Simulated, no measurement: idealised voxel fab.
The following is a process module called voxel lift off.
FYI the section here is cut, 190 nm wide, cells are 5 nm squares.
This document writes a cross-section as a grid whose cells are square, and gives it as bands, listed from the top down; one or more rows of cells form a band.
Heights first: top, then bottom, in nm. Then materials, left to right, each with a width in nm. "edge to edge" on a single material: fills the band edge to edge. "blank": empty space.
The reference from which all heights are counted is 0, the level beneath which the as-received wafer is entirely one material; the lowest band, having no lower bound, proceeds downward and is written after the example "0..down".
You'd read "30 to 40" like this: the band's top row of cells is as wide as the first number, its bottom row is as wide as the second, and going down, every row changes width by the same amount as the row before did.
"changes: none" after a step means that no cell of the cross-section changed.
Closed-off voids of 8+ cells (no open route to the top) go in "Sealed internal cavities", written width x height at distance from the left edge, in nm.
On each step's line, the part that comes after the settings is the simulator's own comment on the step.
When a step includes a mask, the "overlay nm" setting on its line states how far to the right of its planned place that mask lay, and negative values state how far to the left.
Here's what the planned process steps look like
1: op RECEIVE | material Si
2: op CONFORMAL_DEP | material Al2O3 | thk nm 15
3: op PATTERN | tone open | mask id LINES | material resist | width nm 15 | pitch nm 45 | thk nm 30 | overlay nm 0
4: op DIRECTIONAL_DEP | material Ru | thk nm 15
5: op STRIP | etch materials resist
6: op CONFORMAL_DEP | material SiCN | thk nm 10
Same starting wafers, different width nm at step 3. Plan value belongs to the first wafer.
Incoming state of the first of several wafers in cross-section: after step 1
0..down  Si edge to edge
Sealed internal cavities: none
Take any row and you have a wafer at the end of the module: how many cells of each material it has gained (+) or lost (-) since it was received, and then its closed voids
width nm 15 | +114 Al2O3 | +36 Ru | +124 SiCN | Sealed internal cavities: none
width nm 20 | +114 Al2O3 | +48 Ru | +124 SiCN | Sealed internal cavities: none
width nm 25 | +114 Al2O3 | +60 Ru | +124 SiCN | Sealed internal cavities: none
